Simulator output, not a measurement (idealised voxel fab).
Presented below is a process module, voxel double patterning.
The figure presents cross-section cut, which has a width of 265 nm and is divided into square cells with an edge length of 5 nm.
Just so we're on the same page, the cross-sections are grids of square cells, and they're listed out in bands top to bottom, each band one or more rows deep.
Each band's line starts with the height of the band's top and of its bottom, in nm. Then come its materials from left to right, each with its width in nm. One material with "everywhere" fills the band from edge to edge. "air" is empty space.
Heights from 0 (as-received wafer is one material below). Bottom band endless downward, as "0 nm and below".
Width: "30..40" (first number = top row, second number = bottom row, same change from row to row of cells).
A step reported as "no modifications" is a step in which no cell of the cross-section changed.
Empty spaces counting at least 8 cells and having no open way to the top are listed in "Closed void roster". The notation width x height at distance is used for each, the distance being from the left edge and all three values in nm.
What comes after the settings on a step's line is commentary from the simulator itself on that step.
What "overlay nm" on a step's line means: if the step has a mask, that mask lay this far to the right of its planned place, or, when the value is negative, to the left.

Listed below are the process steps as planned:
1: RECEIVE (material Si)
2: CONFORMAL_DEP (material SiO2; thk nm 10)
3: DIRECTIONAL_DEP (material W; thk nm 20)
4: DIRECTIONAL_DEP (material SiCN; thk nm 10)
5: DIRECTIONAL_DEP (material aC; thk nm 10)
6: PATTERN (tone open; mask id FIRST; material resist; width nm 15; pitch nm 50; thk nm 30; overlay nm 0)
7: DIRECTIONAL_ETCH (etch materials aC; depth nm 10)
8: STRIP (etch materials resist)
9: DIRECTIONAL_ETCH (etch materials SiCN; depth nm 10)
10: STRIP (etch materials aC)
11: MASKED_ETCH (tone open; mask id SECOND; width nm 15; etch materials SiCN; depth nm 10; overlay nm 0)
12: DIRECTIONAL_ETCH (etch materials W; depth nm 20)
13: STRIP (etch materials SiCN)

Wafer as received: cross-section following step 1:
* 0 nm and below = Si everywhere
* Closed void roster: none

Looking at the first of two wafers in cross-section at end of module - ran to plan:
* 30 nm to 10 nm = 100 of W; 15 of air; 10 of W; 15 of air; 10 of W; 15 of air; 100 of W
* 10 nm to 0 nm = SiO2 everywhere
* 0 nm and below = Si everywhere
* Closed void roster: none

Second wafer of the two, sectioned at the end of the module. It began like the first and followed the same plan, but one mistake was made while running it:
* 30 nm to 0 nm = SiO2 everywhere
* 0 nm and below = Si everywhere
* Closed void roster: none
The plan and the run diverged here: it should be noted that step 3 was executed with settings other than those planned, the operation and settings actually applied being DIRECTIONAL_DEP (material SiO2; thk nm 20)
Final cells, second wafer relative to first, materials higher or lower: SiO2: 212 more; W: 176 fewer
